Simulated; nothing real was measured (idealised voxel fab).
voxel local oxidation: a process module
Square cells of 5 nm make up the cross-section cut, whose width is 205 nm.
Cross-section, as written here: a square-cell grid given band by band from the top down, where a band holds one or more rows of cells.
Per band: top height and bottom height in nm, followed by the left-to-right materials and their widths in nm; "all across" marks a single material spanning edge to edge, "empty" marks empty space.
Where do heights start? At 0: under that level the wafer as delivered is made of one material only. And the lowest band has no floor; it just carries on downward, as in "0 nm and below".
The notation "30 to 40" denotes a width that varies across the rows of cells in the band, beginning at the first number in the top row, finishing at the second number in the bottom row, and changing by an identical amount from each row to the next.
"nothing changed" for a step: no cell of the cross-section changed in that step.
"Entrapped void list" enumerates empty spaces isolated from the top, with no open way to it, that contain at least 8 cells, giving each as width x height at distance from the left edge, all three in nm.
The remark found on a step's line after its settings is issued by the simulator itself and pertains to that step.
"overlay nm", when on a step's line for a step with a mask, measures how far to the right of its planned place the mask lay; a negative measure means to the left.

plan:
- 1: RECEIVE [material Si]
- 2: OXIDIZE [depth nm 5]
- 3: CONFORMAL_DEP [material SiN] [thk nm 10]
- 4: MASKED_ETCH [tone cover] [mask id ACTIVE] [width nm 100] [etch materials SiN] [depth nm 10] [overlay nm 0]
- 5: SELECTIVE_ETCH [etch materials SiO2] [depth nm 5]
- 6: OXIDIZE [depth nm 10]
- 7: STRIP [etch materials SiN]

The following pertains to the first of two wafers, which was processed as planned:

As received (post step 1): cross-section:
* 0 nm and below: Si all across
* Entrapped void list: none

Wafer after step 2 (cross-section):
* 0 nm to -5 nm: SiO2 all across
* Below -5, no change.

Wafer after step 3 (cross-section):
* 10 nm to 0 nm: SiN all across
* Below 0, no change.

Wafer after step 4 (cross-section):
* 10 nm to 0 nm: 50 empty, then 100 SiN, then 55 empty
* Below 0, no change.

Wafer after step 5 (cross-section):
* 10 nm to 0 nm: 50 empty, then 100 SiN, then 55 empty
* 0 nm to -5 nm: 55 empty, then 90 SiO2, then 60 empty
* Below -5, no change.

Wafer after step 6 (cross-section):
* 10 nm to 0 nm: 50 empty, then 100 SiN, then 55 empty
* 0 nm to -5 nm: 55 empty, then 90 SiO2, then 60 empty
* -5 nm to -15 nm: 65 SiO2, then 70 Si, then 70 SiO2
* Below -15, no change.

Wafer after step 7 (cross-section):
* 0 nm to -5 nm: 55 empty, then 90 SiO2, then 60 empty
* Below -5, no change.

second wafer: like start, like plan, one mistake. Through step 1 it matches the first wafer:

Second wafer: cross-section at the scheduled end of step 2:
* 0 nm to -15 nm: SiO2 all across
* Below -15, no change.

Second wafer: cross-section at the scheduled end of step 3:
* 10 nm to 0 nm: SiN all across
* Below 0, no change.

Second wafer: cross-section at the scheduled end of step 4:
* 10 nm to 0 nm: 50 empty, then 100 SiN, then 55 empty
* Below 0, no change.

Second wafer: cross-section at the scheduled end of step 5:
* 10 nm to 0 nm: 50 empty, then 100 SiN, then 55 empty
* 0 nm to -5 nm: 55 empty, then 90 SiO2, then 60 empty
* Below -5, no change.

Second wafer: cross-section at the scheduled end of step 6: nothing changed

Second wafer: cross-section at the scheduled end of step 7:
* 0 nm to -5 nm: 55 empty, then 90 SiO2, then 60 empty
* Below -5, no change.
Want to know what went wrong? the process deviated at step 2: the operation and settings actually run there were OXIDIZE [depth nm 15]
Looking at both finished wafers in cells, the second ends up ahead of or behind the first on some materials: -28 Si | +28 SiO2
